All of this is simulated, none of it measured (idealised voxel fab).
The following is a process module called voxel wiring stack.
For reference, the cross-section in this document is cut, with width 240 nm and square cells of 5 nm.
Cross-section layout: square cells on a grid; listed as bands, top to bottom; a band spans one or more cell rows.
Top, bottom (nm), then materials left to right with widths (nm); lone material tagged "edge to edge" fills the whole band edge to edge; "air" = empty space.
The reference from which all heights are counted is 0, the level beneath which the as-received wafer is entirely one material; the lowest band, having no lower bound, proceeds downward and is written after the example "0 down".
When a width is written as two numbers, as in "30..40", the first number is the width in the top row of cells of the band and the second is the width in its bottom row, and the width changes by the same amount from each row to the next.
Given "changes: none" for a step, no cell of the cross-section differs between before and after that step.
You'll see "Sealed cavities" listing empty spaces that have no way open to the top, as long as they're 8 cells or more; the notation is width x height at distance, where the distance is from the left edge, and all of it is in nm.
The remark found on a step's line after its settings is issued by the simulator itself and pertains to that step.
A step's line can hold "overlay nm"; with a mask on that step, the setting says how far right of the planned place the mask lay, while a negative setting says it lay to the left.
## Steps in the process plan
1 RECEIVE | material Si
2 CONFORMAL_DEP | material SiO2 | thk nm 15
3 DIRECTIONAL_DEP | material TiN | thk nm 5
4 DIRECTIONAL_DEP | material Ru | thk nm 20
5 MASKED_ETCH | tone cover | mask id METAL_1 | width nm 25 | pitch nm 50 | etch materials Ru | depth nm 20 | overlay nm 0
6 MASKED_ETCH | tone cover | mask id METAL_1 | width nm 25 | pitch nm 50 | etch materials TiN | depth nm 5 | overlay nm 0
7 CONFORMAL_DEP | material SiCN | thk nm 5
8 FILL_DEP | material lowk | thk nm 5
9 CMP | height nm 40
10 CONFORMAL_DEP | material SiCN | thk nm 5
11 DIRECTIONAL_DEP | material SiO2 | thk nm 20
12 DIRECTIONAL_DEP | material aC | thk nm 15
13 PATTERN | tone open | mask id PLUG_1 | material resist | width nm 15 | pitch nm 100 | thk nm 30 | overlay nm 0
14 DIRECTIONAL_ETCH | etch materials aC | depth nm 15
15 STRIP | etch materials resist
16 DIRECTIONAL_ETCH | etch materials SiO2 | depth nm 20
17 DIRECTIONAL_ETCH | etch materials SiCN | depth nm 5
18 STRIP | etch materials aC
19 CONFORMAL_DEP | material TiN | thk nm 5
20 FILL_DEP | material Cu | thk nm 5
21 CMP | height nm 65
22 DIRECTIONAL_DEP | material TiN | thk nm 5
23 DIRECTIONAL_DEP | material Ru | thk nm 20
24 MASKED_ETCH | tone cover | mask id METAL_2 | width nm 25 | pitch nm 50 | etch materials Ru | depth nm 20 | overlay nm 0
25 MASKED_ETCH | tone cover | mask id METAL_2 | width nm 25 | pitch nm 50 | etch materials TiN | depth nm 5 | overlay nm 0
26 CONFORMAL_DEP | material SiCN | thk nm 5
27 FILL_DEP | material lowk | thk nm 10
28 CMP | height nm 90
29 CONFORMAL_DEP | material SiCN | thk nm 5
30 DIRECTIONAL_DEP | material lowk | thk nm 30
31 DIRECTIONAL_DEP | material aC | thk nm 15
32 PATTERN | tone open | mask id METAL_3 | material resist | width nm 25 | pitch nm 50 | thk nm 35 | overlay nm 0
33 DIRECTIONAL_ETCH | etch materials aC | depth nm 15
34 STRIP | etch materials resist
35 DIRECTIONAL_ETCH | etch materials lowk | depth nm 20
36 STRIP | etch materials aC
37 MASKED_ETCH | tone open | mask id METAL_3_HOLES | width nm 15 | pitch nm 100 | etch materials lowk | depth nm 10 | overlay nm 0
38 MASKED_ETCH | tone open | mask id METAL_3_HOLES | width nm 15 | pitch nm 100 | etch materials SiCN | depth nm 5 | overlay nm 0
39 CONFORMAL_DEP | material TiN | thk nm 5
40 FILL_DEP | material Cu | thk nm 5
41 CMP | height nm 125
42 CONFORMAL_DEP | material SiCN | thk nm 5
## This is the cross-section of the wafer as we received it, i.e. after step 1
  0 down | Si edge to edge
  Sealed cavities: none
## Cross-sectional result after module completion. Note: starting condition and plan are unchanged from above; one processing mistake was made
  130 to 125 | SiCN edge to edge
  125 to 110 | lowk (55)  TiN (5)  Cu (15)  TiN (5)  lowk (25)  TiN (5)  Cu (15)  TiN (5)  lowk (25)  TiN (5)  Cu (15)  TiN (5)  lowk (60)
  110 to 105 | lowk (55)  TiN (5)  Cu (5)  TiN (15)  lowk (25)  TiN (25)  lowk (25)  TiN (5)  Cu (5)  TiN (15)  lowk (60)
  105 to 95 | lowk (55)  TiN (5)  Cu (5)  TiN (5)  lowk (85)  TiN (5)  Cu (5)  TiN (5)  lowk (70)
  95 to 90 | SiCN (55)  TiN (15)  SiCN (85)  TiN (15)  SiCN (70)
  90 to 70 | lowk (50)  SiCN (5)  Ru (25)  SiCN (5)  lowk (15)  SiCN (5)  Ru (25)  SiCN (5)  lowk (15)  SiCN (5)  Ru (25)  SiCN (5)  lowk (55)
  70 to 65 | SiCN (55)  TiN (25)  SiCN (25)  TiN (25)  SiCN (25)  TiN (25)  SiCN (60)
  65 to 45 | SiO2 (55)  TiN (5)  Cu (5)  TiN (5)  SiO2 (85)  TiN (5)  Cu (5)  TiN (5)  SiO2 (70)
  45 to 40 | SiCN (55)  TiN (15)  SiCN (85)  TiN (15)  SiCN (70)
  40 to 35 | lowk (50)  SiCN (5)  Ru (25)  SiCN (5)  lowk (15)  SiCN (5)  Ru (25)  SiCN (5)  lowk (15)  SiCN (5)  Ru (25)  SiCN (5)  lowk (55)
  35 to 30 | SiCN (55)  TiN (25)  SiCN (25)  TiN (25)  SiCN (25)  TiN (25)  SiCN (60)
  30 to 0 | SiO2 edge to edge
  0 down | Si edge to edge
  Sealed cavities: none
What went wrong in running the wafer? in the plan, step 2 was performed twice
